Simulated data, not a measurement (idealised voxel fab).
process module | voxel capacitor over wiring
cross-section cut | 240 nm wide | cells 5 nm
A cross-section is a grid of square cells, given in bands from the top down. A band is one or more rows of cells.
Each band's line starts with the height of the band's top and of its bottom, in nm. Then come its materials from left to right, each with its width in nm. One material with "throughout" fills the band from edge to edge. "air" is empty space.
Height 0 is the level under which the wafer as received is all one material. The lowest band goes on downwards, as in "0 down".
A width such as "30 to 40" changes by the same amount from each row of cells to the next, from the band's top row to its bottom row.
"no change" after a step means that no cell of the cross-section changed.
closed voids: empty space of 8 cells or more with no open way to the top, each as width x height at its distance from the left edge, in nm
after a step's settings: what the simulator itself notes on the step
overlay nm, on a step with a mask: how far to the right of its planned place the mask lay; to the left if negative
plan
1 op RECEIVE | material Si
2 op CONFORMAL_DEP | material SiO2 | thk nm 10
3 op CONFORMAL_DEP | material SiCN | thk nm 5
4 op DIRECTIONAL_DEP | material lowk | thk nm 20
5 op DIRECTIONAL_DEP | material aC | thk nm 10
6 op PATTERN | tone open | mask id METAL_1 | material resist | width nm 30 | pitch nm 80 | thk nm 30 | overlay nm 0
7 op DIRECTIONAL_ETCH | etch materials aC | depth nm 10
8 op STRIP | etch materials resist
9 op DIRECTIONAL_ETCH | etch materials lowk | depth nm 20
10 op DIRECTIONAL_ETCH | etch materials SiCN | depth nm 5
11 op STRIP | etch materials aC
12 op CONFORMAL_DEP | material TiN | thk nm 5
13 op FILL_DEP | material Cu | thk nm 5
14 op CMP | height nm 35
15 op EPI | material Ru | thk nm 5
16 op FILL_DEP | material SiCN | thk nm 5
17 op DIRECTIONAL_DEP | material SiO2 | thk nm 20
18 op DIRECTIONAL_DEP | material aC | thk nm 15
19 op PATTERN | tone open | mask id PLUG_1 | material resist | width nm 15 | thk nm 35 | overlay nm 0
20 op DIRECTIONAL_ETCH | etch materials aC | depth nm 15
21 op STRIP | etch materials resist
22 op DIRECTIONAL_ETCH | etch materials SiO2 | depth nm 20
23 op DIRECTIONAL_ETCH | etch materials SiCN | depth nm 5
24 op STRIP | etch materials aC
25 op EPI | material Ru | thk nm 10
26 op EPI | material Ru | thk nm 10
27 op EPI | material Ru | thk nm 5
28 op DIRECTIONAL_DEP | material TiN | thk nm 5
29 op DIRECTIONAL_DEP | material SiN | thk nm 5
30 op DIRECTIONAL_DEP | material TiN | thk nm 10
31 op DIRECTIONAL_DEP | material aC | thk nm 15
32 op PATTERN | tone cover | mask id UPPER_PLATE | material resist | width nm 55 | thk nm 35 | overlay nm 0
33 op DIRECTIONAL_ETCH | etch materials aC | depth nm 15
34 op STRIP | etch materials resist
35 op DIRECTIONAL_ETCH | etch materials TiN | depth nm 10
36 op DIRECTIONAL_ETCH | etch materials SiN | depth nm 5
37 op STRIP | etch materials aC
38 op MASKED_ETCH | tone cover | mask id LOWER_PLATE | width nm 65 | etch materials TiN | depth nm 5 | overlay nm 0
39 op FILL_DEP | material SiO2 | thk nm 15
40 op CMP | height nm 95
41 op MASKED_ETCH | tone open | mask id PLUG_2 | width nm 15 | etch materials SiO2 | depth nm 10 | overlay nm 0
42 op CONFORMAL_DEP | material TiN | thk nm 5
43 op FILL_DEP | material Ru | thk nm 5
44 op CMP | height nm 95
45 op CONFORMAL_DEP | material SiN | thk nm 5
as received, after step 1
  0 down: Si throughout
  closed voids: none
a wafer at the end: this start, this plan, one mistake
  100 to 95: SiN throughout
  95 to 90: SiO2 90 | TiN 5 | Ru 5 | TiN 5 | SiO2 135
  90 to 85: SiO2 90 | TiN 15 | SiO2 135
  85 to 75: SiO2 85 | TiN 45 | SiO2 110
  75 to 70: SiO2 85 | SiN 45 | SiO2 110
  70 to 65: SiO2 75 | TiN 65 | SiO2 100
  65 to 45: SiO2 80 | Ru 15 | SiO2 145
  45 to 40: SiCN 80 | Ru 15 | SiCN 145
  40 to 35: SiCN 60 | Ru 40 | SiCN 40 | Ru 40 | SiCN 60
  35 to 15: lowk 65 | TiN 5 | Cu 20 | TiN 5 | lowk 50 | TiN 5 | Cu 20 | TiN 5 | lowk 65
  15 to 10: SiCN 65 | TiN 30 | SiCN 50 | TiN 30 | SiCN 65
  10 to 0: SiO2 throughout
  0 down: Si throughout
  closed voids: none
what went wrong: step 32 ran as: op PATTERN | tone cover | mask id UPPER_PLATE | material resist | width nm 45 | thk nm 35 | overlay nm 0
